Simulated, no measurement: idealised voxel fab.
Process module heading - voxel capacitor over wiring
Cross-sectional view cut (width: 300 nm; square cell size: 5 nm).
Notation: cross-section as square-cell grid; stated in bands, top first, going down; one or more cell rows per band. Band: top height; bottom height; in nm. Then, left to right: material with width in nm, for each material. "all across": a single material spanning edge to edge. "empty": empty space. Below 0: as-received wafer, all one material; heights counted from there. Lowest band: no bottom, goes on down, written "from 0 down". It should be noted that a width expressed as "30->40" varies in equal increments from row to row of cells within the band, taking the value of the first number at the top row and that of the second number at the bottom row. "nothing altered" means the step left every cell of the cross-section as it was. Entry "Closed void list". Content: empty spaces with no open connection to the top, size 8 cells or greater. Each: width x height at distance. Distance: from left edge. Unit: nm. Post-settings text on a step line: simulator's own remark regarding the step. overlay nm: step with mask; distance mask lay right of planned place; negative value = left of planned place.

Intended process steps:
step 1: RECEIVE,material Si
step 2: CONFORMAL_DEP,material SiO2,thk nm 15
step 3: DIRECTIONAL_DEP,material TiN,thk nm 5
step 4: DIRECTIONAL_DEP,material W,thk nm 20
step 5: MASKED_ETCH,tone cover,mask id METAL_1,width nm 20,pitch nm 85,etch materials W,depth nm 20,overlay nm 0
step 6: MASKED_ETCH,tone cover,mask id METAL_1,width nm 20,pitch nm 85,etch materials TiN,depth nm 5,overlay nm 0
step 7: CONFORMAL_DEP,material SiCN,thk nm 5
step 8: FILL_DEP,material lowk,thk nm 5
step 9: CMP,height nm 40
step 10: CONFORMAL_DEP,material SiCN,thk nm 5
step 11: DIRECTIONAL_DEP,material SiO2,thk nm 20
step 12: PATTERN,tone open,mask id PLUG_1,material resist,width nm 15,thk nm 20,overlay nm 0
step 13: DIRECTIONAL_ETCH,etch materials SiO2,depth nm 20
step 14: DIRECTIONAL_ETCH,etch materials SiCN,depth nm 5
step 15: STRIP,etch materials resist
step 16: CONFORMAL_DEP,material TiN,thk nm 5
step 17: FILL_DEP,material Cu,thk nm 10
step 18: CMP,height nm 65
step 19: DIRECTIONAL_DEP,material TiN,thk nm 10
step 20: DIRECTIONAL_DEP,material HfO2,thk nm 5
step 21: DIRECTIONAL_DEP,material TiN,thk nm 10
step 22: DIRECTIONAL_DEP,material aC,thk nm 15
step 23: PATTERN,tone cover,mask id UPPER_PLATE,material resist,width nm 70,thk nm 30,overlay nm 0
step 24: DIRECTIONAL_ETCH,etch materials aC,depth nm 15
step 25: STRIP,etch materials resist
step 26: DIRECTIONAL_ETCH,etch materials TiN,depth nm 10
step 27: DIRECTIONAL_ETCH,etch materials HfO2,depth nm 5
step 28: STRIP,etch materials aC
step 29: MASKED_ETCH,tone cover,mask id LOWER_PLATE,width nm 80,etch materials TiN,depth nm 10,overlay nm 0
step 30: FILL_DEP,material SiO2,thk nm 15
step 31: CMP,height nm 100
step 32: PATTERN,tone open,mask id PLUG_2,material resist,width nm 15,thk nm 20,overlay nm 0
step 33: DIRECTIONAL_ETCH,etch materials SiO2,depth nm 10
step 34: STRIP,etch materials resist
step 35: CONFORMAL_DEP,material TiN,thk nm 5
step 36: FILL_DEP,material W,thk nm 5
step 37: CMP,height nm 100
step 38: CONFORMAL_DEP,material SiCN,thk nm 5

This is the cross-section of the wafer as we received it, i.e. after step 1:
from 0 down = Si all across
Closed void list: none

As-planned run: cross-section of the first of two wafers at end of module:
from 105 to 100 = SiCN all across
from 100 to 95 = 110 nm SiO2 / 5 nm TiN / 5 nm W / 5 nm TiN / 175 nm SiO2
from 95 to 90 = 110 nm SiO2 / 15 nm TiN / 175 nm SiO2
from 90 to 80 = 100 nm SiO2 / 70 nm TiN / 130 nm SiO2
from 80 to 75 = 100 nm SiO2 / 70 nm HfO2 / 130 nm SiO2
from 75 to 65 = 95 nm SiO2 / 80 nm TiN / 125 nm SiO2
from 65 to 45 = 100 nm SiO2 / 5 nm TiN / 5 nm Cu / 5 nm TiN / 185 nm SiO2
from 45 to 40 = 100 nm SiCN / 15 nm TiN / 185 nm SiCN
from 40 to 20 = 90 nm lowk / 5 nm SiCN / 20 nm W / 5 nm SiCN / 55 nm lowk / 5 nm SiCN / 20 nm W / 5 nm SiCN / 95 nm lowk
from 20 to 15 = 95 nm SiCN / 20 nm TiN / 65 nm SiCN / 20 nm TiN / 100 nm SiCN
from 15 to 0 = SiO2 all across
from 0 down = Si all across
Closed void list: none

Cross-sectional view: second of two wafers, end of module; start and plan identical to the first, one mistake in running:
from 105 to 100 = SiCN all across
from 100 to 95 = 100 nm SiO2 / 70 nm TiN / 130 nm SiO2
from 95 to 90 = 100 nm SiO2 / 70 nm HfO2 / 130 nm SiO2
from 90 to 80 = 95 nm SiO2 / 80 nm TiN / 125 nm SiO2
from 80 to 70 = Cu all across
from 70 to 65 = 105 nm TiN / 5 nm Cu / 190 nm TiN
from 65 to 45 = 100 nm SiO2 / 5 nm TiN / 5 nm Cu / 5 nm TiN / 185 nm SiO2
from 45 to 40 = 100 nm SiCN / 15 nm TiN / 185 nm SiCN
from 40 to 20 = 90 nm lowk / 5 nm SiCN / 20 nm W / 5 nm SiCN / 55 nm lowk / 5 nm SiCN / 20 nm W / 5 nm SiCN / 95 nm lowk
from 20 to 15 = 95 nm SiCN / 20 nm TiN / 65 nm SiCN / 20 nm TiN / 100 nm SiCN
from 15 to 0 = SiO2 all across
from 0 down = Si all across
Closed void list: none
In executing the process, a mistake was made relative to the plan: step 18 was dropped from the plan's execution and never run
FYI, end of process, the second wafer has more or fewer cells of some materials than the first: Cu: 121 more, SiO2: 160 fewer, TiN: 40 more, W: 1 fewer
